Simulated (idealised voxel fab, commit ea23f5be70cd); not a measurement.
Proc. module: voxel wiring stack
Xsec cut, 160 nm wide, square cell size 5 nm.
Bands, listed from the top down, are how a cross-section gets written in this document; the cross-section itself is a grid of square cells, and a band is one or more rows of them. Basically the band line says how high the top is and how high the bottom is, in nm, and then what's in it from left to right, every material with its width in nm. Empty space shows up as "air", and if a single material carries "full width" it runs the full band edge to edge. Heights from 0 (as-received wafer is one material below). Bottom band endless downward, as "top 0, no bottom". Quick explanation for "30->40": the width changes in equal steps down the rows of cells, from the first number in the band's top row to the second number in its bottom row. "no change" for a step: no cell of the cross-section changed in that step. Reported under the label "Catalogued sealed voids" are the empty spaces having no open way to the top and comprising 8 cells or more; the notation for each is width x height at distance, in which the distance is measured from the left edge and all three values are in nm. Note: text after step settings on the step line = simulator remark on that step. Regarding "overlay nm": on a step with a mask, it is the distance the mask lay to the right of its planned place; a negative value places it to the left.

These are the steps we planned for the process:
1) op RECEIVE | material Si
2) op CONFORMAL_DEP | material SiO2 | thk nm 10
3) op DIRECTIONAL_DEP | material TiN | thk nm 5
4) op DIRECTIONAL_DEP | material W | thk nm 15
5) op PATTERN | tone cover | mask id METAL_1 | material resist | width nm 20 | pitch nm 35 | thk nm 15 | overlay nm 0
6) op DIRECTIONAL_ETCH | etch materials W | depth nm 15
7) op DIRECTIONAL_ETCH | etch materials TiN | depth nm 5
8) op STRIP | etch materials resist
9) op CONFORMAL_DEP | material SiCN | thk nm 5
10) op FILL_DEP | material lowk | thk nm 5
11) op CMP | height nm 30
12) op CONFORMAL_DEP | material SiCN | thk nm 5
13) op DIRECTIONAL_DEP | material lowk | thk nm 35
14) op DIRECTIONAL_DEP | material aC | thk nm 10
15) op PATTERN | tone open | mask id METAL_2 | material resist | width nm 20 | pitch nm 35 | thk nm 30 | overlay nm 0
16) op DIRECTIONAL_ETCH | etch materials aC | depth nm 10
17) op STRIP | etch materials resist
18) op DIRECTIONAL_ETCH | etch materials lowk | depth nm 20
19) op STRIP | etch materials aC
20) op DIRECTIONAL_DEP | material aC | thk nm 10
21) op PATTERN | tone open | mask id METAL_2_HOLES | material resist | width nm 15 | thk nm 30 | overlay nm 0
22) op DIRECTIONAL_ETCH | etch materials aC | depth nm 10
23) op STRIP | etch materials resist
24) op DIRECTIONAL_ETCH | etch materials lowk | depth nm 15
25) op DIRECTIONAL_ETCH | etch materials SiCN | depth nm 5
26) op STRIP | etch materials aC
27) op CONFORMAL_DEP | material TiN | thk nm 5
28) op FILL_DEP | material Cu | thk nm 10
29) op CMP | height nm 70
30) op CONFORMAL_DEP | material SiCN | thk nm 5
31) op DIRECTIONAL_DEP | material SiO2 | thk nm 25
32) op DIRECTIONAL_DEP | material aC | thk nm 10
33) op PATTERN | tone open | mask id METAL_3_HOLES | material resist | width nm 15 | pitch nm 35 | thk nm 30 | overlay nm 0
34) op DIRECTIONAL_ETCH | etch materials aC | depth nm 10
35) op STRIP | etch materials resist
36) op DIRECTIONAL_ETCH | etch materials SiO2 | depth nm 25
37) op STRIP | etch materials aC
38) op PATTERN | tone open | mask id METAL_3 | material resist | width nm 20 | pitch nm 35 | thk nm 15 | overlay nm 0
39) op DIRECTIONAL_ETCH | etch materials SiO2 | depth nm 15
40) op DIRECTIONAL_ETCH | etch materials SiCN | depth nm 5
41) op STRIP | etch materials resist
42) op CONFORMAL_DEP | material TiN | thk nm 5
43) op FILL_DEP | material Ru | thk nm 5
44) op CMP | height nm 100
45) op CONFORMAL_DEP | material SiCN | thk nm 5

The first of a set of two wafers, run to plan:

Cross-section, incoming material, after step 1:
* top 0, no bottom: Si full width
* Catalogued sealed voids: none

State of the wafer after step 2, shown in cross-section:
* top 10, bottom 0: SiO2 full width
* Everything under 0 stays put, no change at all.

State of the wafer after step 3, shown in cross-section:
* top 15, bottom 10: TiN full width
* Everything under 10 stays put, no change at all.

State of the wafer after step 4, shown in cross-section:
* top 30, bottom 15: W full width
* Everything under 15 stays put, no change at all.

State of the wafer after step 5, shown in cross-section:
* top 45, bottom 30: air 50 nm  resist 20 nm  air 15 nm  resist 20 nm  air 55 nm
* Everything under 30 stays put, no change at all.

State of the wafer after step 6, shown in cross-section:
* top 45, bottom 30: air 50 nm  resist 20 nm  air 15 nm  resist 20 nm  air 55 nm
* top 30, bottom 15: air 50 nm  W 20 nm  air 15 nm  W 20 nm  air 55 nm
* Everything under 15 stays put, no change at all.

State of the wafer after step 7, shown in cross-section:
* top 45, bottom 30: air 50 nm  resist 20 nm  air 15 nm  resist 20 nm  air 55 nm
* top 30, bottom 15: air 50 nm  W 20 nm  air 15 nm  W 20 nm  air 55 nm
* top 15, bottom 10: air 50 nm  TiN 20 nm  air 15 nm  TiN 20 nm  air 55 nm
* Everything under 10 stays put, no change at all.

State of the wafer after step 8, shown in cross-section:
* top 30, bottom 15: air 50 nm  W 20 nm  air 15 nm  W 20 nm  air 55 nm
* Everything under 15 stays put, no change at all.

State of the wafer after step 9, shown in cross-section:
* top 35, bottom 30: air 45 nm  SiCN 30 nm  air 5 nm  SiCN 30 nm  air 50 nm
* top 30, bottom 15: air 45 nm  SiCN 5 nm  W 20 nm  SiCN 5 nm  air 5 nm  SiCN 5 nm  W 20 nm  SiCN 5 nm  air 50 nm
* top 15, bottom 10: SiCN 50 nm  TiN 20 nm  SiCN 15 nm  TiN 20 nm  SiCN 55 nm
* Everything under 10 stays put, no change at all.

State of the wafer after step 10, shown in cross-section:
* top 40, bottom 35: lowk full width
* top 35, bottom 30: lowk 45 nm  SiCN 30 nm  lowk 5 nm  SiCN 30 nm  lowk 50 nm
* top 30, bottom 15: lowk 45 nm  SiCN 5 nm  W 20 nm  SiCN 5 nm  lowk 5 nm  SiCN 5 nm  W 20 nm  SiCN 5 nm  lowk 50 nm
* Everything under 15 stays put, no change at all.

State of the wafer after step 11, shown in cross-section:
* top 30, bottom 15: lowk 45 nm  SiCN 5 nm  W 20 nm  SiCN 5 nm  lowk 5 nm  SiCN 5 nm  W 20 nm  SiCN 5 nm  lowk 50 nm
* Everything under 15 stays put, no change at all.

State of the wafer after step 12, shown in cross-section:
* top 35, bottom 30: SiCN full width
* Everything under 30 stays put, no change at all.

State of the wafer after step 13, shown in cross-section:
* top 70, bottom 35: lowk full width
* Everything under 35 stays put, no change at all.

State of the wafer after step 14, shown in cross-section:
* top 80, bottom 70: aC full width
* Everything under 70 stays put, no change at all.

State of the wafer after step 15, shown in cross-section:
* top 110, bottom 80: resist 50 nm  air 20 nm  resist 15 nm  air 20 nm  resist 55 nm
* Everything under 80 stays put, no change at all.

State of the wafer after step 16, shown in cross-section:
* top 100, bottom 80: resist 50 nm  air 20 nm  resist 15 nm  air 20 nm  resist 55 nm
* top 80, bottom 70: aC 50 nm  air 20 nm  aC 15 nm  air 20 nm  aC 55 nm
* Everything under 70 stays put, no change at all.

State of the wafer after step 17, shown in cross-section:
* top 80, bottom 70: aC 50 nm  air 20 nm  aC 15 nm  air 20 nm  aC 55 nm
* Everything under 70 stays put, no change at all.

State of the wafer after step 18, shown in cross-section:
* top 80, bottom 70: aC 50 nm  air 20 nm  aC 15 nm  air 20 nm  aC 55 nm
* top 70, bottom 50: lowk 50 nm  air 20 nm  lowk 15 nm  air 20 nm  lowk 55 nm
* Everything under 50 stays put, no change at all.

State of the wafer after step 19, shown in cross-section:
* top 70, bottom 50: lowk 50 nm  air 20 nm  lowk 15 nm  air 20 nm  lowk 55 nm
* Everything under 50 stays put, no change at all.

State of the wafer after step 20, shown in cross-section:
* top 80, bottom 70: aC 50 nm  air 20 nm  aC 15 nm  air 20 nm  aC 55 nm
* top 70, bottom 60: lowk 50 nm  air 20 nm  lowk 15 nm  air 20 nm  lowk 55 nm
* top 60, bottom 50: lowk 50 nm  aC 20 nm  lowk 15 nm  aC 20 nm  lowk 55 nm
* Everything under 50 stays put, no change at all.

State of the wafer after step 21, shown in cross-section:
* top 110, bottom 80: resist 50 nm  air 15 nm  resist 95 nm
* top 80, bottom 70: aC 50 nm  air 15 nm  resist 5 nm  aC 15 nm  resist 20 nm  aC 55 nm
* top 70, bottom 60: lowk 50 nm  air 15 nm  resist 5 nm  lowk 15 nm  resist 20 nm  lowk 55 nm
* Everything under 60 stays put, no change at all.

State of the wafer after step 22, shown in cross-section:
* top 100, bottom 80: resist 50 nm  air 15 nm  resist 95 nm
* top 80, bottom 70: aC 50 nm  air 15 nm  resist 5 nm  aC 15 nm  resist 20 nm  aC 55 nm
* top 70, bottom 60: lowk 50 nm  air 15 nm  resist 5 nm  lowk 15 nm  resist 20 nm  lowk 55 nm
* top 60, bottom 50: lowk 50 nm  air 15 nm  aC 5 nm  lowk 15 nm  aC 20 nm  lowk 55 nm
* Everything under 50 stays put, no change at all.

State of the wafer after step 23, shown in cross-section:
* top 80, bottom 70: aC 50 nm  air 20 nm  aC 15 nm  air 20 nm  aC 55 nm
* top 70, bottom 60: lowk 50 nm  air 20 nm  lowk 15 nm  air 20 nm  lowk 55 nm
* Everything under 60 stays put, no change at all.

State of the wafer after step 24, shown in cross-section:
* top 80, bottom 70: aC 50 nm  air 20 nm  aC 15 nm  air 20 nm  aC 55 nm
* top 70, bottom 60: lowk 50 nm  air 20 nm  lowk 15 nm  air 20 nm  lowk 55 nm
* top 60, bottom 50: lowk 50 nm  air 15 nm  aC 5 nm  lowk 15 nm  aC 20 nm  lowk 55 nm
* top 50, bottom 35: lowk 50 nm  air 15 nm  lowk 95 nm
* Everything under 35 stays put, no change at all.

State of the wafer after step 25, shown in cross-section:
* top 80, bottom 70: aC 50 nm  air 20 nm  aC 15 nm  air 20 nm  aC 55 nm
* top 70, bottom 60: lowk 50 nm  air 20 nm  lowk 15 nm  air 20 nm  lowk 55 nm
* top 60, bottom 50: lowk 50 nm  air 15 nm  aC 5 nm  lowk 15 nm  aC 20 nm  lowk 55 nm
* top 50, bottom 35: lowk 50 nm  air 15 nm  lowk 95 nm
* top 35, bottom 30: SiCN 50 nm  air 15 nm  SiCN 95 nm
* Everything under 30 stays put, no change at all.

State of the wafer after step 26, shown in cross-section:
* top 70, bottom 50: lowk 50 nm  air 20 nm  lowk 15 nm  air 20 nm  lowk 55 nm
* Everything under 50 stays put, no change at all.

State of the wafer after step 27, shown in cross-section:
* top 75, bottom 70: TiN 55 nm  air 10 nm  TiN 25 nm  air 10 nm  TiN 60 nm
* top 70, bottom 55: lowk 50 nm  TiN 5 nm  air 10 nm  TiN 5 nm  lowk 15 nm  TiN 5 nm  air 10 nm  TiN 5 nm  lowk 55 nm
* top 55, bottom 50: lowk 50 nm  TiN 5 nm  air 5 nm  TiN 10 nm  lowk 15 nm  TiN 20 nm  lowk 55 nm
* top 50, bottom 35: lowk 50 nm  TiN 5 nm  air 5 nm  TiN 5 nm  lowk 95 nm
* top 35, bottom 30: SiCN 50 nm  TiN 15 nm  SiCN 95 nm
* Everything under 30 stays put, no change at all.

State of the wafer after step 28, shown in cross-section:
* top 85, bottom 75: Cu full width
* top 75, bottom 70: TiN 55 nm  Cu 10 nm  TiN 25 nm  Cu 10 nm  TiN 60 nm
* top 70, bottom 55: lowk 50 nm  TiN 5 nm  Cu 10 nm  TiN 5 nm  lowk 15 nm  TiN 5 nm  Cu 10 nm  TiN 5 nm  lowk 55 nm
* top 55, bottom 50: lowk 50 nm  TiN 5 nm  Cu 5 nm  TiN 10 nm  lowk 15 nm  TiN 20 nm  lowk 55 nm
* top 50, bottom 35: lowk 50 nm  TiN 5 nm  Cu 5 nm  TiN 5 nm  lowk 95 nm
* Everything under 35 stays put, no change at all.

State of the wafer after step 29, shown in cross-section:
* top 70, bottom 55: lowk 50 nm  TiN 5 nm  Cu 10 nm  TiN 5 nm  lowk 15 nm  TiN 5 nm  Cu 10 nm  TiN 5 nm  lowk 55 nm
* Everything under 55 stays put, no change at all.

State of the wafer after step 30, shown in cross-section:
* top 75, bottom 70: SiCN full width
* Everything under 70 stays put, no change at all.

State of the wafer after step 31, shown in cross-section:
* top 100, bottom 75: SiO2 full width
* Everything under 75 stays put, no change at all.

State of the wafer after step 32, shown in cross-section:
* top 110, bottom 100: aC full width
* Everything under 100 stays put, no change at all.

State of the wafer after step 33, shown in cross-section:
* top 140, bottom 110: resist 50 nm  air 15 nm  resist 20 nm  air 15 nm  resist 60 nm
* Everything under 110 stays put, no change at all.

State of the wafer after step 34, shown in cross-section:
* top 130, bottom 110: resist 50 nm  air 15 nm  resist 20 nm  air 15 nm  resist 60 nm
* top 110, bottom 100: aC 50 nm  air 15 nm  aC 20 nm  air 15 nm  aC 60 nm
* Everything under 100 stays put, no change at all.

State of the wafer after step 35, shown in cross-section:
* top 110, bottom 100: aC 50 nm  air 15 nm  aC 20 nm  air 15 nm  aC 60 nm
* Everything under 100 stays put, no change at all.

State of the wafer after step 36, shown in cross-section:
* top 110, bottom 100: aC 50 nm  air 15 nm  aC 20 nm  air 15 nm  aC 60 nm
* top 100, bottom 75: SiO2 50 nm  air 15 nm  SiO2 20 nm  air 15 nm  SiO2 60 nm
* Everything under 75 stays put, no change at all.

State of the wafer after step 37, shown in cross-section:
* top 100, bottom 75: SiO2 50 nm  air 15 nm  SiO2 20 nm  air 15 nm  SiO2 60 nm
* Everything under 75 stays put, no change at all.

State of the wafer after step 38, shown in cross-section:
* top 115, bottom 100: resist 50 nm  air 20 nm  resist 15 nm  air 20 nm  resist 55 nm
* Everything under 100 stays put, no change at all.

State of the wafer after step 39, shown in cross-section:
* top 115, bottom 100: resist 50 nm  air 20 nm  resist 15 nm  air 20 nm  resist 55 nm
* top 100, bottom 85: SiO2 50 nm  air 20 nm  SiO2 15 nm  air 20 nm  SiO2 55 nm
* Everything under 85 stays put, no change at all.

State of the wafer after step 40, shown in cross-section:
* top 115, bottom 100: resist 50 nm  air 20 nm  resist 15 nm  air 20 nm  resist 55 nm
* top 100, bottom 85: SiO2 50 nm  air 20 nm  SiO2 15 nm  air 20 nm  SiO2 55 nm
* top 85, bottom 75: SiO2 50 nm  air 15 nm  SiO2 20 nm  air 15 nm  SiO2 60 nm
* top 75, bottom 70: SiCN 50 nm  air 15 nm  SiCN 20 nm  air 15 nm  SiCN 60 nm
* Everything under 70 stays put, no change at all.

State of the wafer after step 41, shown in cross-section:
* top 100, bottom 85: SiO2 50 nm  air 20 nm  SiO2 15 nm  air 20 nm  SiO2 55 nm
* Everything under 85 stays put, no change at all.

State of the wafer after step 42, shown in cross-section:
* top 105, bottom 100: TiN 55 nm  air 10 nm  TiN 25 nm  air 10 nm  TiN 60 nm
* top 100, bottom 90: SiO2 50 nm  TiN 5 nm  air 10 nm  TiN 5 nm  SiO2 15 nm  TiN 5 nm  air 10 nm  TiN 5 nm  SiO2 55 nm
* top 90, bottom 85: SiO2 50 nm  TiN 5 nm  air 5 nm  TiN 10 nm  SiO2 15 nm  TiN 5 nm  air 5 nm  TiN 10 nm  SiO2 55 nm
* top 85, bottom 75: SiO2 50 nm  TiN 5 nm  air 5 nm  TiN 5 nm  SiO2 20 nm  TiN 5 nm  air 5 nm  TiN 5 nm  SiO2 60 nm
* top 75, bottom 70: SiCN 50 nm  TiN 15 nm  SiCN 20 nm  TiN 15 nm  SiCN 60 nm
* Everything under 70 stays put, no change at all.

State of the wafer after step 43, shown in cross-section:
* top 110, bottom 105: Ru full width
* top 105, bottom 100: TiN 55 nm  Ru 10 nm  TiN 25 nm  Ru 10 nm  TiN 60 nm
* top 100, bottom 90: SiO2 50 nm  TiN 5 nm  Ru 10 nm  TiN 5 nm  SiO2 15 nm  TiN 5 nm  Ru 10 nm  TiN 5 nm  SiO2 55 nm
* top 90, bottom 85: SiO2 50 nm  TiN 5 nm  Ru 5 nm  TiN 10 nm  SiO2 15 nm  TiN 5 nm  Ru 5 nm  TiN 10 nm  SiO2 55 nm
* top 85, bottom 75: SiO2 50 nm  TiN 5 nm  Ru 5 nm  TiN 5 nm  SiO2 20 nm  TiN 5 nm  Ru 5 nm  TiN 5 nm  SiO2 60 nm
* Everything under 75 stays put, no change at all.

State of the wafer after step 44, shown in cross-section:
* top 100, bottom 90: SiO2 50 nm  TiN 5 nm  Ru 10 nm  TiN 5 nm  SiO2 15 nm  TiN 5 nm  Ru 10 nm  TiN 5 nm  SiO2 55 nm
* Everything under 90 stays put, no change at all.

State of the wafer after step 45, shown in cross-section:
* top 105, bottom 100: SiCN full width
* Everything under 100 stays put, no change at all.

Second wafer - shared start and plan with the first - one error in running - same as the first up to step 2 inclusive:

Planned end of step 3: second wafer, cross-section: no change

Planned end of step 4: second wafer, cross-section:
* top 25, bottom 10: W full width
* Everything under 10 stays put, no change at all.

Planned end of step 5: second wafer, cross-section:
* top 40, bottom 25: air 50 nm  resist 20 nm  air 15 nm  resist 20 nm  air 55 nm
* Everything under 25 stays put, no change at all.

Planned end of step 6: second wafer, cross-section:
* top 40, bottom 25: air 50 nm  resist 20 nm  air 15 nm  resist 20 nm  air 55 nm
* top 25, bottom 10: air 50 nm  W 20 nm  air 15 nm  W 20 nm  air 55 nm
* Everything under 10 stays put, no change at all.

Planned end of step 7: second wafer, cross-section: no change

Planned end of step 8: second wafer, cross-section:
* top 25, bottom 10: air 50 nm  W 20 nm  air 15 nm  W 20 nm  air 55 nm
* Everything under 10 stays put, no change at all.

Planned end of step 9: second wafer, cross-section:
* top 30, bottom 25: air 45 nm  SiCN 30 nm  air 5 nm  SiCN 30 nm  air 50 nm
* top 25, bottom 15: air 45 nm  SiCN 5 nm  W 20 nm  SiCN 5 nm  air 5 nm  SiCN 5 nm  W 20 nm  SiCN 5 nm  air 50 nm
* top 15, bottom 10: SiCN 50 nm  W 20 nm  SiCN 15 nm  W 20 nm  SiCN 55 nm
* Everything under 10 stays put, no change at all.

Planned end of step 10: second wafer, cross-section:
* top 35, bottom 30: lowk full width
* top 30, bottom 25: lowk 45 nm  SiCN 30 nm  lowk 5 nm  SiCN 30 nm  lowk 50 nm
* top 25, bottom 15: lowk 45 nm  SiCN 5 nm  W 20 nm  SiCN 5 nm  lowk 5 nm  SiCN 5 nm  W 20 nm  SiCN 5 nm  lowk 50 nm
* Everything under 15 stays put, no change at all.

Planned end of step 11: second wafer, cross-section:
* top 30, bottom 25: lowk 45 nm  SiCN 30 nm  lowk 5 nm  SiCN 30 nm  lowk 50 nm
* Everything under 25 stays put, no change at all.

Planned end of step 12: second wafer, cross-section:
* top 35, bottom 30: SiCN full width
* Everything under 30 stays put, no change at all.

Planned end of step 13: second wafer, cross-section:
* top 70, bottom 35: lowk full width
* Everything under 35 stays put, no change at all.

Planned end of step 14: second wafer, cross-section:
* top 80, bottom 70: aC full width
* Everything under 70 stays put, no change at all.

Planned end of step 15: second wafer, cross-section:
* top 110, bottom 80: resist 50 nm  air 20 nm  resist 15 nm  air 20 nm  resist 55 nm
* Everything under 80 stays put, no change at all.

Planned end of step 16: second wafer, cross-section:
* top 100, bottom 80: resist 50 nm  air 20 nm  resist 15 nm  air 20 nm  resist 55 nm
* top 80, bottom 70: aC 50 nm  air 20 nm  aC 15 nm  air 20 nm  aC 55 nm
* Everything under 70 stays put, no change at all.

Planned end of step 17: second wafer, cross-section:
* top 80, bottom 70: aC 50 nm  air 20 nm  aC 15 nm  air 20 nm  aC 55 nm
* Everything under 70 stays put, no change at all.

Planned end of step 18: second wafer, cross-section:
* top 80, bottom 70: aC 50 nm  air 20 nm  aC 15 nm  air 20 nm  aC 55 nm
* top 70, bottom 50: lowk 50 nm  air 20 nm  lowk 15 nm  air 20 nm  lowk 55 nm
* Everything under 50 stays put, no change at all.

Planned end of step 19: second wafer, cross-section:
* top 70, bottom 50: lowk 50 nm  air 20 nm  lowk 15 nm  air 20 nm  lowk 55 nm
* Everything under 50 stays put, no change at all.

Planned end of step 20: second wafer, cross-section:
* top 80, bottom 70: aC 50 nm  air 20 nm  aC 15 nm  air 20 nm  aC 55 nm
* top 70, bottom 60: lowk 50 nm  air 20 nm  lowk 15 nm  air 20 nm  lowk 55 nm
* top 60, bottom 50: lowk 50 nm  aC 20 nm  lowk 15 nm  aC 20 nm  lowk 55 nm
* Everything under 50 stays put, no change at all.

Planned end of step 21: second wafer, cross-section:
* top 110, bottom 80: resist 50 nm  air 15 nm  resist 95 nm
* top 80, bottom 70: aC 50 nm  air 15 nm  resist 5 nm  aC 15 nm  resist 20 nm  aC 55 nm
* top 70, bottom 60: lowk 50 nm  air 15 nm  resist 5 nm  lowk 15 nm  resist 20 nm  lowk 55 nm
* Everything under 60 stays put, no change at all.

Planned end of step 22: second wafer, cross-section:
* top 100, bottom 80: resist 50 nm  air 15 nm  resist 95 nm
* top 80, bottom 70: aC 50 nm  air 15 nm  resist 5 nm  aC 15 nm  resist 20 nm  aC 55 nm
* top 70, bottom 60: lowk 50 nm  air 15 nm  resist 5 nm  lowk 15 nm  resist 20 nm  lowk 55 nm
* top 60, bottom 50: lowk 50 nm  air 15 nm  aC 5 nm  lowk 15 nm  aC 20 nm  lowk 55 nm
* Everything under 50 stays put, no change at all.

Planned end of step 23: second wafer, cross-section:
* top 80, bottom 70: aC 50 nm  air 20 nm  aC 15 nm  air 20 nm  aC 55 nm
* top 70, bottom 60: lowk 50 nm  air 20 nm  lowk 15 nm  air 20 nm  lowk 55 nm
* Everything under 60 stays put, no change at all.

Planned end of step 24: second wafer, cross-section:
* top 80, bottom 70: aC 50 nm  air 20 nm  aC 15 nm  air 20 nm  aC 55 nm
* top 70, bottom 60: lowk 50 nm  air 20 nm  lowk 15 nm  air 20 nm  lowk 55 nm
* top 60, bottom 50: lowk 50 nm  air 15 nm  aC 5 nm  lowk 15 nm  aC 20 nm  lowk 55 nm
* top 50, bottom 35: lowk 50 nm  air 15 nm  lowk 95 nm
* Everything under 35 stays put, no change at all.

Planned end of step 25: second wafer, cross-section:
* top 80, bottom 70: aC 50 nm  air 20 nm  aC 15 nm  air 20 nm  aC 55 nm
* top 70, bottom 60: lowk 50 nm  air 20 nm  lowk 15 nm  air 20 nm  lowk 55 nm
* top 60, bottom 50: lowk 50 nm  air 15 nm  aC 5 nm  lowk 15 nm  aC 20 nm  lowk 55 nm
* top 50, bottom 35: lowk 50 nm  air 15 nm  lowk 95 nm
* top 35, bottom 30: SiCN 50 nm  air 15 nm  SiCN 95 nm
* Everything under 30 stays put, no change at all.

Planned end of step 26: second wafer, cross-section:
* top 70, bottom 50: lowk 50 nm  air 20 nm  lowk 15 nm  air 20 nm  lowk 55 nm
* Everything under 50 stays put, no change at all.

Planned end of step 27: second wafer, cross-section:
* top 75, bottom 70: TiN 55 nm  air 10 nm  TiN 25 nm  air 10 nm  TiN 60 nm
* top 70, bottom 55: lowk 50 nm  TiN 5 nm  air 10 nm  TiN 5 nm  lowk 15 nm  TiN 5 nm  air 10 nm  TiN 5 nm  lowk 55 nm
* top 55, bottom 50: lowk 50 nm  TiN 5 nm  air 5 nm  TiN 10 nm  lowk 15 nm  TiN 20 nm  lowk 55 nm
* top 50, bottom 35: lowk 50 nm  TiN 5 nm  air 5 nm  TiN 5 nm  lowk 95 nm
* top 35, bottom 30: SiCN 50 nm  TiN 15 nm  SiCN 95 nm
* Everything under 30 stays put, no change at all.

Planned end of step 28: second wafer, cross-section:
* top 85, bottom 75: Cu full width
* top 75, bottom 70: TiN 55 nm  Cu 10 nm  TiN 25 nm  Cu 10 nm  TiN 60 nm
* top 70, bottom 55: lowk 50 nm  TiN 5 nm  Cu 10 nm  TiN 5 nm  lowk 15 nm  TiN 5 nm  Cu 10 nm  TiN 5 nm  lowk 55 nm
* top 55, bottom 50: lowk 50 nm  TiN 5 nm  Cu 5 nm  TiN 10 nm  lowk 15 nm  TiN 20 nm  lowk 55 nm
* top 50, bottom 35: lowk 50 nm  TiN 5 nm  Cu 5 nm  TiN 5 nm  lowk 95 nm
* Everything under 35 stays put, no change at all.

Planned end of step 29: second wafer, cross-section:
* top 70, bottom 55: lowk 50 nm  TiN 5 nm  Cu 10 nm  TiN 5 nm  lowk 15 nm  TiN 5 nm  Cu 10 nm  TiN 5 nm  lowk 55 nm
* Everything under 55 stays put, no change at all.

Planned end of step 30: second wafer, cross-section:
* top 75, bottom 70: SiCN full width
* Everything under 70 stays put, no change at all.

Planned end of step 31: second wafer, cross-section:
* top 100, bottom 75: SiO2 full width
* Everything under 75 stays put, no change at all.

Planned end of step 32: second wafer, cross-section:
* top 110, bottom 100: aC full width
* Everything under 100 stays put, no change at all.

Planned end of step 33: second wafer, cross-section:
* top 140, bottom 110: resist 50 nm  air 15 nm  resist 20 nm  air 15 nm  resist 60 nm
* Everything under 110 stays put, no change at all.

Planned end of step 34: second wafer, cross-section:
* top 130, bottom 110: resist 50 nm  air 15 nm  resist 20 nm  air 15 nm  resist 60 nm
* top 110, bottom 100: aC 50 nm  air 15 nm  aC 20 nm  air 15 nm  aC 60 nm
* Everything under 100 stays put, no change at all.

Planned end of step 35: second wafer, cross-section:
* top 110, bottom 100: aC 50 nm  air 15 nm  aC 20 nm  air 15 nm  aC 60 nm
* Everything under 100 stays put, no change at all.

Planned end of step 36: second wafer, cross-section:
* top 110, bottom 100: aC 50 nm  air 15 nm  aC 20 nm  air 15 nm  aC 60 nm
* top 100, bottom 75: SiO2 50 nm  air 15 nm  SiO2 20 nm  air 15 nm  SiO2 60 nm
* Everything under 75 stays put, no change at all.

Planned end of step 37: second wafer, cross-section:
* top 100, bottom 75: SiO2 50 nm  air 15 nm  SiO2 20 nm  air 15 nm  SiO2 60 nm
* Everything under 75 stays put, no change at all.

Planned end of step 38: second wafer, cross-section:
* top 115, bottom 100: resist 50 nm  air 20 nm  resist 15 nm  air 20 nm  resist 55 nm
* Everything under 100 stays put, no change at all.

Planned end of step 39: second wafer, cross-section:
* top 115, bottom 100: resist 50 nm  air 20 nm  resist 15 nm  air 20 nm  resist 55 nm
* top 100, bottom 85: SiO2 50 nm  air 20 nm  SiO2 15 nm  air 20 nm  SiO2 55 nm
* Everything under 85 stays put, no change at all.

Planned end of step 40: second wafer, cross-section:
* top 115, bottom 100: resist 50 nm  air 20 nm  resist 15 nm  air 20 nm  resist 55 nm
* top 100, bottom 85: SiO2 50 nm  air 20 nm  SiO2 15 nm  air 20 nm  SiO2 55 nm
* top 85, bottom 75: SiO2 50 nm  air 15 nm  SiO2 20 nm  air 15 nm  SiO2 60 nm
* top 75, bottom 70: SiCN 50 nm  air 15 nm  SiCN 20 nm  air 15 nm  SiCN 60 nm
* Everything under 70 stays put, no change at all.

Planned end of step 41: second wafer, cross-section:
* top 100, bottom 85: SiO2 50 nm  air 20 nm  SiO2 15 nm  air 20 nm  SiO2 55 nm
* Everything under 85 stays put, no change at all.

Planned end of step 42: second wafer, cross-section:
* top 105, bottom 100: TiN 55 nm  air 10 nm  TiN 25 nm  air 10 nm  TiN 60 nm
* top 100, bottom 90: SiO2 50 nm  TiN 5 nm  air 10 nm  TiN 5 nm  SiO2 15 nm  TiN 5 nm  air 10 nm  TiN 5 nm  SiO2 55 nm
* top 90, bottom 85: SiO2 50 nm  TiN 5 nm  air 5 nm  TiN 10 nm  SiO2 15 nm  TiN 5 nm  air 5 nm  TiN 10 nm  SiO2 55 nm
* top 85, bottom 75: SiO2 50 nm  TiN 5 nm  air 5 nm  TiN 5 nm  SiO2 20 nm  TiN 5 nm  air 5 nm  TiN 5 nm  SiO2 60 nm
* top 75, bottom 70: SiCN 50 nm  TiN 15 nm  SiCN 20 nm  TiN 15 nm  SiCN 60 nm
* Everything under 70 stays put, no change at all.

Planned end of step 43: second wafer, cross-section:
* top 110, bottom 105: Ru full width
* top 105, bottom 100: TiN 55 nm  Ru 10 nm  TiN 25 nm  Ru 10 nm  TiN 60 nm
* top 100, bottom 90: SiO2 50 nm  TiN 5 nm  Ru 10 nm  TiN 5 nm  SiO2 15 nm  TiN 5 nm  Ru 10 nm  TiN 5 nm  SiO2 55 nm
* top 90, bottom 85: SiO2 50 nm  TiN 5 nm  Ru 5 nm  TiN 10 nm  SiO2 15 nm  TiN 5 nm  Ru 5 nm  TiN 10 nm  SiO2 55 nm
* top 85, bottom 75: SiO2 50 nm  TiN 5 nm  Ru 5 nm  TiN 5 nm  SiO2 20 nm  TiN 5 nm  Ru 5 nm  TiN 5 nm  SiO2 60 nm
* Everything under 75 stays put, no change at all.

Planned end of step 44: second wafer, cross-section:
* top 100, bottom 90: SiO2 50 nm  TiN 5 nm  Ru 10 nm  TiN 5 nm  SiO2 15 nm  TiN 5 nm  Ru 10 nm  TiN 5 nm  SiO2 55 nm
* Everything under 90 stays put, no change at all.

Planned end of step 45: second wafer, cross-section:
* top 105, bottom 100: SiCN full width
* Everything under 100 stays put, no change at all.
Finding, execution versus plan: plan step 3 never ran because it was skipped
It is noted that, at the conclusion of processing, the second wafer exhibits a higher or lower cell count for certain materials relative to the first: 8 more of SiCN, 8 fewer of TiN
